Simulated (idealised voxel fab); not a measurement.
Process module name: voxel transistor to metal
Cross-section cut spans 285 nm and uses square cells 5 nm in size.
Each cross-section below is a grid of square cells, stated as bands in top-down order, with one or more rows of cells making up each band.
Band: top and bottom heights (nm) first, top before bottom; then materials from left to right, widths in nm. "edge to edge" marks a sole material filling the band edge to edge. "air" denotes empty space.
For the purposes of this specification, 0 denotes the height below which the wafer in its as-received condition is composed wholly of one material, and the lowermost band, lacking a lower limit, extends downward without end, as expressed in "z 0 and below".
Width "30..40": first value at the band's top row of cells, second value at its bottom row, equal change from row to row.
Step note "nothing got changed" = no cross-section cell changed.
"Closed void listing" contains a list of empty spaces, each no smaller than 8 cells and without an open way to the top, written in the form width x height at distance with the distance from the left edge and all three in nm.
On a step's line, text after the settings is the simulator commenting on that step.
overlay nm: mask right of planned place by this much (step with mask). Neg. = left.
Before/after cross-section pairs, one process step each; after shown to lowest changed band; step and settings beneath. Pairs may be from different runs of this module on the same starting wafer; a pair continues from the one above only where its "Prior to step" entry says so.
### Prior to step
z 95 to 80: resist: 25 / air: 20 / resist: 50 / air: 20 / resist: 50 / air: 20 / resist: 50 / air: 20 / resist: 30
z 80 to 60: SiO2: 25 / air: 20 / SiO2: 50 / air: 20 / SiO2: 50 / air: 20 / SiO2: 50 / air: 20 / SiO2: 30
z 60 to 55: SiCN edge to edge
z 55 to 40: SiO2: 25 / aC: 5 / W: 10 / aC: 5 / SiO2: 50 / aC: 5 / W: 10 / aC: 5 / SiO2: 50 / aC: 5 / W: 10 / aC: 5 / SiO2: 50 / aC: 5 / W: 10 / aC: 5 / SiO2: 30
z 40 to 25: SiO2: 25 / aC: 5 / W: 10 / aC: 5 / SiO2: 5 / SiN: 5 / SiO2: 5 / SiCN: 20 / SiO2: 5 / SiN: 5 / SiO2: 5 / aC: 5 / W: 10 / aC: 5 / SiO2: 50 / aC: 5 / W: 10 / aC: 5 / SiO2: 5 / SiN: 5 / SiO2: 5 / SiCN: 20 / SiO2: 5 / SiN: 5 / SiO2: 5 / aC: 5 / W: 10 / aC: 5 / SiO2: 30
z 25 to 0: SiO2: 25 / aC: 5 / W: 10 / aC: 5 / SiO2: 5 / SiN: 5 / SiO2: 5 / polySi: 20 / SiO2: 5 / SiN: 5 / SiO2: 5 / aC: 5 / W: 10 / aC: 5 / SiO2: 50 / aC: 5 / W: 10 / aC: 5 / SiO2: 5 / SiN: 5 / SiO2: 5 / polySi: 20 / SiO2: 5 / SiN: 5 / SiO2: 5 / aC: 5 / W: 10 / aC: 5 / SiO2: 30
z 0 to -5: SiO2: 25 / aC: 20 / SiO2: 5 / SiN: 5 / SiO2: 5 / polySi: 20 / SiO2: 5 / SiN: 5 / SiO2: 5 / aC: 20 / SiO2: 50 / aC: 20 / SiO2: 5 / SiN: 5 / SiO2: 5 / polySi: 20 / SiO2: 5 / SiN: 5 / SiO2: 5 / aC: 20 / SiO2: 30
z -5 to -10: SiO2: 15 / pSi: 35 / SiO2: 40 / pSi: 35 / SiO2: 30 / pSi: 35 / SiO2: 40 / pSi: 35 / SiO2: 20
z -10 to -45: SiO2: 20 / Si: 100 / SiO2: 40 / Si: 100 / SiO2: 25
z -45 and below: Si edge to edge
Closed void listing: none
### State After Step
z 95 to 80: resist: 25 / air: 20 / resist: 50 / air: 20 / resist: 50 / air: 20 / resist: 50 / air: 20 / resist: 30
z 80 to 60: SiO2: 25 / air: 20 / SiO2: 50 / air: 20 / SiO2: 50 / air: 20 / SiO2: 50 / air: 20 / SiO2: 30
z 60 to 55: SiCN: 25 / air: 20 / SiCN: 50 / air: 20 / SiCN: 50 / air: 20 / SiCN: 50 / air: 20 / SiCN: 30
For the remainder of the cross-section, below 55, there is no change.
Closed void listing: none
To go from the before cross-section above to the after cross-section, apply DIRECTIONAL_ETCH [etch materials SiCN] [depth nm 5]
Prior to step: The structure entering this step is exactly what the pair just above shows after its step.
### State After Step
z 80 to 60: SiO2: 25 / air: 20 / SiO2: 50 / air: 20 / SiO2: 50 / air: 20 / SiO2: 50 / air: 20 / SiO2: 30
For the remainder of the cross-section, below 60, there is no change.
Closed void listing: none
To go from the before cross-section above to the after cross-section, apply STRIP [etch materials resist]
Prior to step: The structure entering this step is exactly what the pair just above shows after its step.
### State After Step
z 85 to 80: TiN: 30 / air: 10 / TiN: 60 / air: 10 / TiN: 60 / air: 10 / TiN: 60 / air: 10 / TiN: 35
z 80 to 60: SiO2: 25 / TiN: 5 / air: 10 / TiN: 5 / SiO2: 50 / TiN: 5 / air: 10 / TiN: 5 / SiO2: 50 / TiN: 5 / air: 10 / TiN: 5 / SiO2: 50 / TiN: 5 / air: 10 / TiN: 5 / SiO2: 30
z 60 to 55: SiCN: 25 / TiN: 20 / SiCN: 50 / TiN: 20 / SiCN: 50 / TiN: 20 / SiCN: 50 / TiN: 20 / SiCN: 30
For the remainder of the cross-section, below 55, there is no change.
Closed void listing: none
To go from the before cross-section above to the after cross-section, apply CONFORMAL_DEP [material TiN] [thk nm 5]
Prior to step: The structure entering this step is exactly what the pair just above shows after its step.
### State After Step
z 95 to 85: Cu edge to edge
z 85 to 80: TiN: 30 / Cu: 10 / TiN: 60 / Cu: 10 / TiN: 60 / Cu: 10 / TiN: 60 / Cu: 10 / TiN: 35
z 80 to 60: SiO2: 25 / TiN: 5 / Cu: 10 / TiN: 5 / SiO2: 50 / TiN: 5 / Cu: 10 / TiN: 5 / SiO2: 50 / TiN: 5 / Cu: 10 / TiN: 5 / SiO2: 50 / TiN: 5 / Cu: 10 / TiN: 5 / SiO2: 30
For the remainder of the cross-section, below 60, there is no change.
Closed void listing: none
To go from the before cross-section above to the after cross-section, apply FILL_DEP [material Cu] [thk nm 10]
Prior to step: The structure entering this step is exactly what the pair just above shows after its step.
### State After Step
z 80 to 60: SiO2: 25 / TiN: 5 / Cu: 10 / TiN: 5 / SiO2: 50 / TiN: 5 / Cu: 10 / TiN: 5 / SiO2: 50 / TiN: 5 / Cu: 10 / TiN: 5 / SiO2: 50 / TiN: 5 / Cu: 10 / TiN: 5 / SiO2: 30
For the remainder of the cross-section, below 60, there is no change.
Closed void listing: none
To go from the before cross-section above to the after cross-section, apply CMP [height nm 80]
Prior to step: The structure entering this step is exactly what the pair just above shows after its step.
### State After Step
z 85 to 80: SiN edge to edge
For the remainder of the cross-section, below 80, there is no change.
Closed void listing: none
To go from the before cross-section above to the after cross-section, apply CONFORMAL_DEP [material SiN] [thk nm 5]
### Prior to step
z 55 to 40: aC edge to edge
z 40 to 25: SiCN edge to edge
z 25 to -5: polySi edge to edge
z -5 to -10: SiO2 edge to edge
z -10 to -45: SiO2: 20 / Si: 100 / SiO2: 40 / Si: 100 / SiO2: 25
z -45 and below: Si edge to edge
Closed void listing: none
### State After Step
z 85 to 55: resist: 60 / air: 20 / resist: 120 / air: 20 / resist: 65
For the remainder of the cross-section, below 55, there is no change.
Closed void listing: none
To go from the before cross-section above to the after cross-section, apply PATTERN [tone open] [mask id GATE] [material resist] [width nm 20] [pitch nm 140] [thk nm 30] [overlay nm 0]
Prior to step: The structure entering this step is exactly what the pair just above shows after its step.
### State After Step
z 70 to 55: resist: 60 / air: 20 / resist: 120 / air: 20 / resist: 65
z 55 to 40: aC: 60 / air: 20 / aC: 120 / air: 20 / aC: 65
For the remainder of the cross-section, below 40, there is no change.
Closed void listing: none
To go from the before cross-section above to the after cross-section, apply DIRECTIONAL_ETCH [etch materials aC] [depth nm 15]
Prior to step: The structure entering this step is exactly what the pair just above shows after its step.
### State After Step
z 55 to 40: aC: 60 / air: 20 / aC: 120 / air: 20 / aC: 65
For the remainder of the cross-section, below 40, there is no change.
Closed void listing: none
To go from the before cross-section above to the after cross-section, apply STRIP [etch materials resist]
Prior to step: The structure entering this step is exactly what the pair just above shows after its step.
### State After Step
z 55 to 40: aC: 60 / air: 20 / aC: 120 / air: 20 / aC: 65
z 40 to 25: SiCN: 60 / air: 20 / SiCN: 120 / air: 20 / SiCN: 65
For the remainder of the cross-section, below 25, there is no change.
Closed void listing: none
To go from the before cross-section above to the after cross-section, apply DIRECTIONAL_ETCH [etch materials SiCN] [depth nm 25]
Prior to step: The structure entering this step is exactly what the pair just above shows after its step.
### State After Step
z 55 to 40: aC: 60 / air: 20 / aC: 120 / air: 20 / aC: 65
z 40 to 25: SiCN: 60 / air: 20 / SiCN: 120 / air: 20 / SiCN: 65
z 25 to -5: polySi: 60 / air: 20 / polySi: 120 / air: 20 / polySi: 65
For the remainder of the cross-section, below -5, there is no change.
Closed void listing: none
To go from the before cross-section above to the after cross-section, apply DIRECTIONAL_ETCH [etch materials polySi] [depth nm 40]
Prior to step: The structure entering this step is exactly what the pair just above shows after its step.
### State After Step
z 40 to 25: SiCN: 60 / air: 20 / SiCN: 120 / air: 20 / SiCN: 65
For the remainder of the cross-section, below 25, there is no change.
Closed void listing: none
To go from the before cross-section above to the after cross-section, apply STRIP [etch materials aC]
Prior to step: The structure entering this step is exactly what the pair just above shows after its step.
### State After Step
z 45 to 40: SiO2: 65 / air: 10 / SiO2: 130 / air: 10 / SiO2: 70
z 40 to 25: SiCN: 60 / SiO2: 5 / air: 10 / SiO2: 5 / SiCN: 120 / SiO2: 5 / air: 10 / SiO2: 5 / SiCN: 65
z 25 to 0: polySi: 60 / SiO2: 5 / air: 10 / SiO2: 5 / polySi: 120 / SiO2: 5 / air: 10 / SiO2: 5 / polySi: 65
z 0 to -5: polySi: 60 / SiO2: 20 / polySi: 120 / SiO2: 20 / polySi: 65
For the remainder of the cross-section, below -5, there is no change.
Closed void listing: none
To go from the before cross-section above to the after cross-section, apply CONFORMAL_DEP [material SiO2] [thk nm 5]
Prior to step: The structure entering this step is exactly what the pair just above shows after its step.
### State After Step
z 40 to 25: SiCN: 60 / SiO2: 5 / air: 10 / SiO2: 5 / SiCN: 120 / SiO2: 5 / air: 10 / SiO2: 5 / SiCN: 65
z 25 to -5: polySi: 60 / SiO2: 5 / air: 10 / SiO2: 5 / polySi: 120 / SiO2: 5 / air: 10 / SiO2: 5 / polySi: 65
For the remainder of the cross-section, below -5, there is no change.
Closed void listing: none
To go from the before cross-section above to the after cross-section, apply DIRECTIONAL_ETCH [etch materials SiO2] [depth nm 5]
Prior to step: The structure entering this step is exactly what the pair just above shows after its step.
### State After Step
z 45 to 40: SiN edge to edge
z 40 to 25: SiCN: 60 / SiO2: 5 / SiN: 10 / SiO2: 5 / SiCN: 120 / SiO2: 5 / SiN: 10 / SiO2: 5 / SiCN: 65
z 25 to -5: polySi: 60 / SiO2: 5 / SiN: 10 / SiO2: 5 / polySi: 120 / SiO2: 5 / SiN: 10 / SiO2: 5 / polySi: 65
For the remainder of the cross-section, below -5, there is no change.
Closed void listing: none
To go from the before cross-section above to the after cross-section, apply CONFORMAL_DEP [material SiN] [thk nm 5]
Prior to step: The structure entering this step is exactly what the pair just above shows after its step.
### State After Step
z 40 to 25: SiCN: 60 / SiO2: 5 / SiN: 10 / SiO2: 5 / SiCN: 120 / SiO2: 5 / SiN: 10 / SiO2: 5 / SiCN: 65
For the remainder of the cross-section, below 25, there is no change.
Closed void listing: none
To go from the before cross-section above to the after cross-section, apply DIRECTIONAL_ETCH [etch materials SiN] [depth nm 5]
Prior to step: The structure entering this step is exactly what the pair just above shows after its step.
### State After Step
z 40 to 35: SiCN: 60 / air: 5 / SiN: 10 / air: 5 / SiCN: 120 / air: 5 / SiN: 10 / air: 5 / SiCN: 65
For the remainder of the cross-section, below 35, there is no change.
Closed void listing: none
To go from the before cross-section above to the after cross-section, apply DIRECTIONAL_ETCH [etch materials SiO2] [depth nm 5]
Prior to step: The structure entering this step is exactly what the pair just above shows after its step.
### State After Step
z 50 to 40: SiO2 edge to edge
z 40 to 25: SiCN: 60 / SiO2: 5 / SiN: 10 / SiO2: 5 / SiCN: 120 / SiO2: 5 / SiN: 10 / SiO2: 5 / SiCN: 65
For the remainder of the cross-section, below 25, there is no change.
Closed void listing: none
To go from the before cross-section above to the after cross-section, apply FILL_DEP [material SiO2] [thk nm 10]
Prior to step: The structure entering this step is exactly what the pair just above shows after its step.
### State After Step
z 40 to 25: SiCN: 60 / SiO2: 5 / SiN: 10 / SiO2: 5 / SiCN: 120 / SiO2: 5 / SiN: 10 / SiO2: 5 / SiCN: 65
For the remainder of the cross-section, below 25, there is no change.
Closed void listing: none
To go from the before cross-section above to the after cross-section, apply CMP [height nm 40]
Prior to step: The structure entering this step is exactly what the pair just above shows after its step.
### State After Step
z 55 to 40: SiO2 edge to edge
For the remainder of the cross-section, below 40, there is no change.
Closed void listing: none
To go from the before cross-section above to the after cross-section, apply DIRECTIONAL_DEP [material SiO2] [thk nm 15]
Prior to step: The structure entering this step is exactly what the pair just above shows after its step.
### State After Step
z 75 to 55: resist: 25 / air: 20 / resist: 50 / air: 20 / resist: 50 / air: 20 / resist: 50 / air: 20 / resist: 30
For the remainder of the cross-section, below 55, there is no change.
Closed void listing: none
To go from the before cross-section above to the after cross-section, apply PATTERN [tone open] [mask id CONTACT] [material resist] [width nm 20] [pitch nm 70] [thk nm 20] [overlay nm 0]
Prior to step: The structure entering this step is exactly what the pair just above shows after its step.
### State After Step
z 75 to 55: resist: 25 / air: 20 / resist: 50 / air: 20 / resist: 50 / air: 20 / resist: 50 / air: 20 / resist: 30
z 55 to 40: SiO2: 25 / air: 20 / SiO2: 50 / air: 20 / SiO2: 50 / air: 20 / SiO2: 50 / air: 20 / SiO2: 30
For the remainder of the cross-section, below 40, there is no change.
Closed void listing: none
To go from the before cross-section above to the after cross-section, apply DIRECTIONAL_ETCH [etch materials SiO2] [depth nm 60]
Prior to step: The structure entering this step is exactly what the pair just above shows after its step.
### State After Step
z 55 to 40: SiO2: 25 / air: 20 / SiO2: 50 / air: 20 / SiO2: 50 / air: 20 / SiO2: 50 / air: 20 / SiO2: 30
For the remainder of the cross-section, below 40, there is no change.
Closed void listing: none
To go from the before cross-section above to the after cross-section, apply STRIP [etch materials resist]
Prior to step: The structure entering this step is exactly what the pair just above shows after its step.
### State After Step
z 60 to 55: TiN: 30 / air: 10 / TiN: 60 / air: 10 / TiN: 60 / air: 10 / TiN: 60 / air: 10 / TiN: 35
z 55 to 45: SiO2: 25 / TiN: 5 / air: 10 / TiN: 5 / SiO2: 50 / TiN: 5 / air: 10 / TiN: 5 / SiO2: 50 / TiN: 5 / air: 10 / TiN: 5 / SiO2: 50 / TiN: 5 / air: 10 / TiN: 5 / SiO2: 30
z 45 to 40: SiO2: 25 / TiN: 20 / SiO2: 50 / TiN: 20 / SiO2: 50 / TiN: 20 / SiO2: 50 / TiN: 20 / SiO2: 30
For the remainder of the cross-section, below 40, there is no change.
Closed void listing: none
To go from the before cross-section above to the after cross-section, apply CONFORMAL_DEP [material TiN] [thk nm 5]
Prior to step: The structure entering this step is exactly what the pair just above shows after its step.
### State After Step
z 65 to 60: W edge to edge
z 60 to 55: TiN: 30 / W: 10 / TiN: 60 / W: 10 / TiN: 60 / W: 10 / TiN: 60 / W: 10 / TiN: 35
z 55 to 45: SiO2: 25 / TiN: 5 / W: 10 / TiN: 5 / SiO2: 50 / TiN: 5 / W: 10 / TiN: 5 / SiO2: 50 / TiN: 5 / W: 10 / TiN: 5 / SiO2: 50 / TiN: 5 / W: 10 / TiN: 5 / SiO2: 30
For the remainder of the cross-section, below 45, there is no change.
Closed void listing: none
To go from the before cross-section above to the after cross-section, apply FILL_DEP [material W] [thk nm 5]
Prior to step: The structure entering this step is exactly what the pair just above shows after its step.
### State After Step
z 55 to 45: SiO2: 25 / TiN: 5 / W: 10 / TiN: 5 / SiO2: 50 / TiN: 5 / W: 10 / TiN: 5 / SiO2: 50 / TiN: 5 / W: 10 / TiN: 5 / SiO2: 50 / TiN: 5 / W: 10 / TiN: 5 / SiO2: 30
For the remainder of the cross-section, below 45, there is no change.
Closed void listing: none
To go from the before cross-section above to the after cross-section, apply CMP [height nm 55]
Prior to step: The structure entering this step is exactly what the pair just above shows after its step.
### State After Step
z 60 to 55: SiCN edge to edge
For the remainder of the cross-section, below 55, there is no change.
Closed void listing: none
To go from the before cross-section above to the after cross-section, apply CONFORMAL_DEP [material SiCN] [thk nm 5]
Prior to step: The structure entering this step is exactly what the pair just above shows after its step.
### State After Step
z 80 to 60: SiO2 edge to edge
For the remainder of the cross-section, below 60, there is no change.
Closed void listing: none
To go from the before cross-section above to the after cross-section, apply DIRECTIONAL_DEP [material SiO2] [thk nm 20]
Prior to step: The structure entering this step is exactly what the pair just above shows after its step.
### State After Step
z 95 to 80: resist: 25 / air: 20 / resist: 50 / air: 20 / resist: 50 / air: 20 / resist: 50 / air: 20 / resist: 30
For the remainder of the cross-section, below 80, there is no change.
Closed void listing: none
To go from the before cross-section above to the after cross-section, apply PATTERN [tone open] [mask id METAL_1] [material resist] [width nm 20] [pitch nm 70] [thk nm 15] [overlay nm 0]
Prior to step: The structure entering this step is exactly what the pair just above shows after its step.
### State After Step
z 95 to 80: resist: 25 / air: 20 / resist: 50 / air: 20 / resist: 50 / air: 20 / resist: 50 / air: 20 / resist: 30
z 80 to 60: SiO2: 25 / air: 20 / SiO2: 50 / air: 20 / SiO2: 50 / air: 20 / SiO2: 50 / air: 20 / SiO2: 30
For the remainder of the cross-section, below 60, there is no change.
Closed void listing: none
To go from the before cross-section above to the after cross-section, apply DIRECTIONAL_ETCH [etch materials SiO2] [depth nm 20]
Prior to step: The structure entering this step is exactly what the pair just above shows after its step.
### State After Step
z 95 to 80: resist: 25 / air: 20 / resist: 50 / air: 20 / resist: 50 / air: 20 / resist: 50 / air: 20 / resist: 30
z 80 to 60: SiO2: 25 / air: 20 / SiO2: 50 / air: 20 / SiO2: 50 / air: 20 / SiO2: 50 / air: 20 / SiO2: 30
z 60 to 55: SiCN: 25 / air: 20 / SiCN: 50 / air: 20 / SiCN: 50 / air: 20 / SiCN: 50 / air: 20 / SiCN: 30
For the remainder of the cross-section, below 55, there is no change.
Closed void listing: none
To go from the before cross-section above to the after cross-section, apply DIRECTIONAL_ETCH [etch materials SiCN] [depth nm 5]
Prior to step: The structure entering this step is exactly what the pair just above shows after its step.
### State After Step
z 80 to 60: SiO2: 25 / air: 20 / SiO2: 50 / air: 20 / SiO2: 50 / air: 20 / SiO2: 50 / air: 20 / SiO2: 30
For the remainder of the cross-section, below 60, there is no change.
Closed void listing: none
To go from the before cross-section above to the after cross-section, apply STRIP [etch materials resist]
Prior to step: The structure entering this step is exactly what the pair just above shows after its step.
### State After Step
z 85 to 80: TiN: 30 / air: 10 / TiN: 60 / air: 10 / TiN: 60 / air: 10 / TiN: 60 / air: 10 / TiN: 35
z 80 to 60: SiO2: 25 / TiN: 5 / air: 10 / TiN: 5 / SiO2: 50 / TiN: 5 / air: 10 / TiN: 5 / SiO2: 50 / TiN: 5 / air: 10 / TiN: 5 / SiO2: 50 / TiN: 5 / air: 10 / TiN: 5 / SiO2: 30
z 60 to 55: SiCN: 25 / TiN: 20 / SiCN: 50 / TiN: 20 / SiCN: 50 / TiN: 20 / SiCN: 50 / TiN: 20 / SiCN: 30
For the remainder of the cross-section, below 55, there is no change.
Closed void listing: none
To go from the before cross-section above to the after cross-section, apply CONFORMAL_DEP [material TiN] [thk nm 5]
Prior to step: The structure entering this step is exactly what the pair just above shows after its step.
### State After Step
z 95 to 85: Cu edge to edge
z 85 to 80: TiN: 30 / Cu: 10 / TiN: 60 / Cu: 10 / TiN: 60 / Cu: 10 / TiN: 60 / Cu: 10 / TiN: 35
z 80 to 60: SiO2: 25 / TiN: 5 / Cu: 10 / TiN: 5 / SiO2: 50 / TiN: 5 / Cu: 10 / TiN: 5 / SiO2: 50 / TiN: 5 / Cu: 10 / TiN: 5 / SiO2: 50 / TiN: 5 / Cu: 10 / TiN: 5 / SiO2: 30
For the remainder of the cross-section, below 60, there is no change.
Closed void listing: none
To go from the before cross-section above to the after cross-section, apply FILL_DEP [material Cu] [thk nm 10]
Prior to step: The structure entering this step is exactly what the pair just above shows after its step.
### State After Step
z 80 to 60: SiO2: 25 / TiN: 5 / Cu: 10 / TiN: 5 / SiO2: 50 / TiN: 5 / Cu: 10 / TiN: 5 / SiO2: 50 / TiN: 5 / Cu: 10 / TiN: 5 / SiO2: 50 / TiN: 5 / Cu: 10 / TiN: 5 / SiO2: 30
For the remainder of the cross-section, below 60, there is no change.
Closed void listing: none
To go from the before cross-section above to the after cross-section, apply CMP [height nm 80]
Prior to step: The structure entering this step is exactly what the pair just above shows after its step.
### State After Step
z 85 to 80: SiN edge to edge
For the remainder of the cross-section, below 80, there is no change.
Closed void listing: none
To go from the before cross-section above to the after cross-section, apply CONFORMAL_DEP [material SiN] [thk nm 5]
